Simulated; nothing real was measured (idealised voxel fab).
The following is a process module called voxel quadruple lines.
cross-section cut | 260 nm wide | cells 5 nm
Cross-section, as written here: a square-cell grid given band by band from the top down, where a band holds one or more rows of cells.
Quick guide to a band line: top height, bottom height (nm) up front; then every material left to right with its width in nm. Only one material and it's marked "full width"? Then it fills the band edge to edge. And "blank" just means empty space.
It should be noted that heights are counted from 0, beneath which the wafer as supplied is of one material throughout, and that the lowest band possesses no lower boundary but continues downward, as written in "z 0 and below".
Note: "30..40" means the width goes from the first number (top row of the band) to the second number (bottom row) in equal steps per row of cells.
No cell of the cross-section changed in a step that is given as "identical to before".
"Closed empty spaces" enumerates empty spaces isolated from the top, with no open way to it, that contain at least 8 cells, giving each as width x height at distance from the left edge, all three in nm.
Whatever follows a step's settings on its line is a remark the simulator itself makes about that step.
overlay nm, on a step with a mask: how far to the right of its planned place the mask lay; to the left if negative
Pairs ahead. Before: cross-section ahead of one process step. After: cross-section once the step is done, shown to the lowest changed band only. Under each pair: that step, with settings. Caution: pairs may come from different runs of this module on the same starting wafer; a pair follows the pair above only where its "Before the step" entry says so.

-- Before the step
- z 90 to 60 | 115 nm blank; 20 nm resist; 125 nm blank
- z 60 to 40 | aC full width
- z 40 to 20 | polySi full width
- z 20 to 5 | W full width
- z 5 to 0 | Al2O3 full width
- z 0 and below | Si full width
- Closed empty spaces: none

-- Cut View, Post-Step
- z 70 to 60 | 115 nm blank; 20 nm resist; 125 nm blank
- z 60 to 40 | 115 nm blank; 20 nm aC; 125 nm blank
- Below 40, no change.
- Closed empty spaces: none
The transition between the preceding cross-sections is accomplished by op DIRECTIONAL_ETCH | etch materials aC | depth nm 20

Before the step: Reference is made to the cross-section shown after the step in the pair directly above, which represents the state prior to this step.

-- Cut View, Post-Step
- z 60 to 40 | 115 nm blank; 20 nm aC; 125 nm blank
- Below 40, no change.
- Closed empty spaces: none
The transition between the preceding cross-sections is accomplished by op STRIP | etch materials resist

Before the step: Reference is made to the cross-section shown after the step in the pair directly above, which represents the state prior to this step.

-- Cut View, Post-Step
- z 70 to 60 | 105 nm blank; 40 nm SiO2; 115 nm blank
- z 60 to 50 | 105 nm blank; 10 nm SiO2; 20 nm aC; 10 nm SiO2; 115 nm blank
- z 50 to 40 | 115 nm SiO2; 20 nm aC; 125 nm SiO2
- Below 40, no change.
- Closed empty spaces: none
The transition between the preceding cross-sections is accomplished by op CONFORMAL_DEP | material SiO2 | thk nm 10

Before the step: Reference is made to the cross-section shown after the step in the pair directly above, which represents the state prior to this step.

-- Cut View, Post-Step
- z 60 to 40 | 105 nm blank; 10 nm SiO2; 20 nm aC; 10 nm SiO2; 115 nm blank
- Below 40, no change.
- Closed empty spaces: none
The transition between the preceding cross-sections is accomplished by op DIRECTIONAL_ETCH | etch materials SiO2 | depth nm 10

Before the step: Reference is made to the cross-section shown after the step in the pair directly above, which represents the state prior to this step.

-- Cut View, Post-Step
- z 60 to 40 | 105 nm blank; 10 nm SiO2; 20 nm blank; 10 nm SiO2; 115 nm blank
- Below 40, no change.
- Closed empty spaces: none
The transition between the preceding cross-sections is accomplished by op STRIP | etch materials aC

Before the step: Reference is made to the cross-section shown after the step in the pair directly above, which represents the state prior to this step.

-- Cut View, Post-Step
- z 60 to 40 | 105 nm blank; 10 nm SiO2; 20 nm blank; 10 nm SiO2; 115 nm blank
- z 40 to 20 | 105 nm blank; 10 nm polySi; 20 nm blank; 10 nm polySi; 115 nm blank
- Below 20, no change.
- Closed empty spaces: none
The transition between the preceding cross-sections is accomplished by op DIRECTIONAL_ETCH | etch materials polySi | depth nm 20

Before the step: Reference is made to the cross-section shown after the step in the pair directly above, which represents the state prior to this step.

-- Cut View, Post-Step
- z 40 to 20 | 105 nm blank; 10 nm polySi; 20 nm blank; 10 nm polySi; 115 nm blank
- Below 20, no change.
- Closed empty spaces: none
The transition between the preceding cross-sections is accomplished by op STRIP | etch materials SiO2

Before the step: Reference is made to the cross-section shown after the step in the pair directly above, which represents the state prior to this step.

-- Cut View, Post-Step
- z 45 to 40 | 100 nm blank; 20 nm SiCN; 10 nm blank; 20 nm SiCN; 110 nm blank
- z 40 to 25 | 100 nm blank; 5 nm SiCN; 10 nm polySi; 5 nm SiCN; 10 nm blank; 5 nm SiCN; 10 nm polySi; 5 nm SiCN; 110 nm blank
- z 25 to 20 | 105 nm SiCN; 10 nm polySi; 20 nm SiCN; 10 nm polySi; 115 nm SiCN
- Below 20, no change.
- Closed empty spaces: none
The transition between the preceding cross-sections is accomplished by op CONFORMAL_DEP | material SiCN | thk nm 5

Before the step: Reference is made to the cross-section shown after the step in the pair directly above, which represents the state prior to this step.

-- Cut View, Post-Step
- z 40 to 20 | 100 nm blank; 5 nm SiCN; 10 nm polySi; 5 nm SiCN; 10 nm blank; 5 nm SiCN; 10 nm polySi; 5 nm SiCN; 110 nm blank
- Below 20, no change.
- Closed empty spaces: none
The transition between the preceding cross-sections is accomplished by op DIRECTIONAL_ETCH | etch materials SiCN | depth nm 5

Before the step: Reference is made to the cross-section shown after the step in the pair directly above, which represents the state prior to this step.

-- Cut View, Post-Step
- z 40 to 20 | 100 nm blank; 5 nm SiCN; 10 nm blank; 5 nm SiCN; 10 nm blank; 5 nm SiCN; 10 nm blank; 5 nm SiCN; 110 nm blank
- Below 20, no change.
- Closed empty spaces: none
The transition between the preceding cross-sections is accomplished by op STRIP | etch materials polySi

Before the step: Reference is made to the cross-section shown after the step in the pair directly above, which represents the state prior to this step.

-- Cut View, Post-Step
- z 40 to 20 | 100 nm blank; 5 nm SiCN; 10 nm blank; 5 nm SiCN; 10 nm blank; 5 nm SiCN; 10 nm blank; 5 nm SiCN; 110 nm blank
- z 20 to 5 | 100 nm blank; 5 nm W; 10 nm blank; 5 nm W; 10 nm blank; 5 nm W; 10 nm blank; 5 nm W; 110 nm blank
- Below 5, no change.
- Closed empty spaces: none
The transition between the preceding cross-sections is accomplished by op DIRECTIONAL_ETCH | etch materials W | depth nm 15

Before the step: Reference is made to the cross-section shown after the step in the pair directly above, which represents the state prior to this step.

-- Cut View, Post-Step
- z 20 to 5 | 100 nm blank; 5 nm W; 10 nm blank; 5 nm W; 10 nm blank; 5 nm W; 10 nm blank; 5 nm W; 110 nm blank
- Below 5, no change.
- Closed empty spaces: none
The transition between the preceding cross-sections is accomplished by op STRIP | etch materials SiCN

-- Before the step
- z 40 to 20 | polySi full width
- z 20 to 5 | W full width
- z 5 to 0 | Al2O3 full width
- z 0 and below | Si full width
- Closed empty spaces: none

-- Cut View, Post-Step
- z 60 to 40 | Al2O3 full width
- Below 40, no change.
- Closed empty spaces: none
The transition between the preceding cross-sections is accomplished by op DIRECTIONAL_DEP | material Al2O3 | thk nm 20

Before the step: Reference is made to the cross-section shown after the step in the pair directly above, which represents the state prior to this step.

-- Cut View, Post-Step
- z 90 to 60 | 120 nm blank; 20 nm resist; 120 nm blank
- Below 60, no change.
- Closed empty spaces: none
The transition between the preceding cross-sections is accomplished by op PATTERN | tone cover | mask id MANDREL | material resist | width nm 20 | thk nm 30 | overlay nm 0

Before the step: Reference is made to the cross-section shown after the step in the pair directly above, which represents the state prior to this step.

-- Cut View, Post-Step
- z 70 to 60 | 120 nm blank; 20 nm resist; 120 nm blank
- Below 60, no change.
- Closed empty spaces: none
The transition between the preceding cross-sections is accomplished by op DIRECTIONAL_ETCH | etch materials aC | depth nm 20

Before the step: Reference is made to the cross-section shown after the step in the pair directly above, which represents the state prior to this step.

-- Cut View, Post-Step
- z 60 to 40 | Al2O3 full width
- Below 40, no change.
- Closed empty spaces: none
The transition between the preceding cross-sections is accomplished by op STRIP | etch materials resist

Before the step: Reference is made to the cross-section shown after the step in the pair directly above, which represents the state prior to this step.

-- Cut View, Post-Step
- z 70 to 60 | SiO2 full width
- Below 60, no change.
- Closed empty spaces: none
The transition between the preceding cross-sections is accomplished by op CONFORMAL_DEP | material SiO2 | thk nm 10

Before the step: Reference is made to the cross-section shown after the step in the pair directly above, which represents the state prior to this step.

-- Cut View, Post-Step
- z 60 to 40 | Al2O3 full width
- Below 40, no change.
- Closed empty spaces: none
The transition between the preceding cross-sections is accomplished by op DIRECTIONAL_ETCH | etch materials SiO2 | depth nm 10

Before the step: Reference is made to the cross-section shown after the step in the pair directly above, which represents the state prior to this step.

-- Cut View, Post-Step
- z 65 to 60 | SiCN full width
- Below 60, no change.
- Closed empty spaces: none
The transition between the preceding cross-sections is accomplished by op CONFORMAL_DEP | material SiCN | thk nm 5

Before the step: Reference is made to the cross-section shown after the step in the pair directly above, which represents the state prior to this step.

-- Cut View, Post-Step
- z 60 to 40 | Al2O3 full width
- Below 40, no change.
- Closed empty spaces: none
The transition between the preceding cross-sections is accomplished by op DIRECTIONAL_ETCH | etch materials SiCN | depth nm 5

-- Before the step
- z 60 to 40 | aC full width
- z 40 to 20 | polySi full width
- z 20 to 5 | W full width
- z 5 to 0 | Al2O3 full width
- z 0 and below | Si full width
- Closed empty spaces: none

-- Cut View, Post-Step
- z 90 to 60 | 120 nm resist; 20 nm blank; 120 nm resist
- Below 60, no change.
- Closed empty spaces: none
The transition between the preceding cross-sections is accomplished by op PATTERN | tone open | mask id MANDREL | material resist | width nm 20 | thk nm 30 | overlay nm 0

Before the step: Reference is made to the cross-section shown after the step in the pair directly above, which represents the state prior to this step.

-- Cut View, Post-Step
- z 70 to 60 | 120 nm resist; 20 nm blank; 120 nm resist
- z 60 to 40 | 120 nm aC; 20 nm blank; 120 nm aC
- Below 40, no change.
- Closed empty spaces: none
The transition between the preceding cross-sections is accomplished by op DIRECTIONAL_ETCH | etch materials aC | depth nm 20

Before the step: Reference is made to the cross-section shown after the step in the pair directly above, which represents the state prior to this step.

-- Cut View, Post-Step
- z 60 to 40 | 120 nm aC; 20 nm blank; 120 nm aC
- Below 40, no change.
- Closed empty spaces: none
The transition between the preceding cross-sections is accomplished by op STRIP | etch materials resist

Before the step: Reference is made to the cross-section shown after the step in the pair directly above, which represents the state prior to this step.

-- Cut View, Post-Step
- z 70 to 60 | SiO2 full width
- z 60 to 40 | 120 nm aC; 20 nm SiO2; 120 nm aC
- Below 40, no change.
- Closed empty spaces: none
The transition between the preceding cross-sections is accomplished by op CONFORMAL_DEP | material SiO2 | thk nm 10

Before the step: Reference is made to the cross-section shown after the step in the pair directly above, which represents the state prior to this step.

-- Cut View, Post-Step
- z 60 to 40 | 120 nm aC; 20 nm SiO2; 120 nm aC
- Below 40, no change.
- Closed empty spaces: none
The transition between the preceding cross-sections is accomplished by op DIRECTIONAL_ETCH | etch materials SiO2 | depth nm 10

Before the step: Reference is made to the cross-section shown after the step in the pair directly above, which represents the state prior to this step.

-- Cut View, Post-Step
- z 60 to 40 | 120 nm blank; 20 nm SiO2; 120 nm blank
- Below 40, no change.
- Closed empty spaces: none
The transition between the preceding cross-sections is accomplished by op STRIP | etch materials aC

Before the step: Reference is made to the cross-section shown after the step in the pair directly above, which represents the state prior to this step.

-- Cut View, Post-Step
- z 60 to 40 | 120 nm blank; 20 nm SiO2; 120 nm blank
- z 40 to 20 | 120 nm blank; 20 nm polySi; 120 nm blank
- Below 20, no change.
- Closed empty spaces: none
The transition between the preceding cross-sections is accomplished by op DIRECTIONAL_ETCH | etch materials polySi | depth nm 20

Before the step: Reference is made to the cross-section shown after the step in the pair directly above, which represents the state prior to this step.

-- Cut View, Post-Step
- z 40 to 20 | 120 nm blank; 20 nm polySi; 120 nm blank
- Below 20, no change.
- Closed empty spaces: none
The transition between the preceding cross-sections is accomplished by op STRIP | etch materials SiO2

Before the step: Reference is made to the cross-section shown after the step in the pair directly above, which represents the state prior to this step.

-- Cut View, Post-Step
- z 45 to 40 | 115 nm blank; 30 nm SiCN; 115 nm blank
- z 40 to 25 | 115 nm blank; 5 nm SiCN; 20 nm polySi; 5 nm SiCN; 115 nm blank
- z 25 to 20 | 120 nm SiCN; 20 nm polySi; 120 nm SiCN
- Below 20, no change.
- Closed empty spaces: none
The transition between the preceding cross-sections is accomplished by op CONFORMAL_DEP | material SiCN | thk nm 5

Before the step: Reference is made to the cross-section shown after the step in the pair directly above, which represents the state prior to this step.

-- Cut View, Post-Step
- z 40 to 20 | 115 nm blank; 5 nm SiCN; 20 nm polySi; 5 nm SiCN; 115 nm blank
- Below 20, no change.
- Closed empty spaces: none
The transition between the preceding cross-sections is accomplished by op DIRECTIONAL_ETCH | etch materials SiCN | depth nm 5

Before the step: Reference is made to the cross-section shown after the step in the pair directly above, which represents the state prior to this step.

-- Cut View, Post-Step
- z 40 to 20 | 115 nm blank; 5 nm SiCN; 20 nm blank; 5 nm SiCN; 115 nm blank
- Below 20, no change.
- Closed empty spaces: none
The transition between the preceding cross-sections is accomplished by op STRIP | etch materials polySi

Before the step: Reference is made to the cross-section shown after the step in the pair directly above, which represents the state prior to this step.

-- Cut View, Post-Step
- z 40 to 20 | 115 nm blank; 5 nm SiCN; 20 nm blank; 5 nm SiCN; 115 nm blank
- z 20 to 5 | 115 nm blank; 5 nm W; 20 nm blank; 5 nm W; 115 nm blank
- Below 5, no change.
- Closed empty spaces: none
The transition between the preceding cross-sections is accomplished by op DIRECTIONAL_ETCH | etch materials W | depth nm 15

Before the step: Reference is made to the cross-section shown after the step in the pair directly above, which represents the state prior to this step.

-- Cut View, Post-Step
- z 20 to 5 | 115 nm blank; 5 nm W; 20 nm blank; 5 nm W; 115 nm blank
- Below 5, no change.
- Closed empty spaces: none
The transition between the preceding cross-sections is accomplished by op STRIP | etch materials SiCN
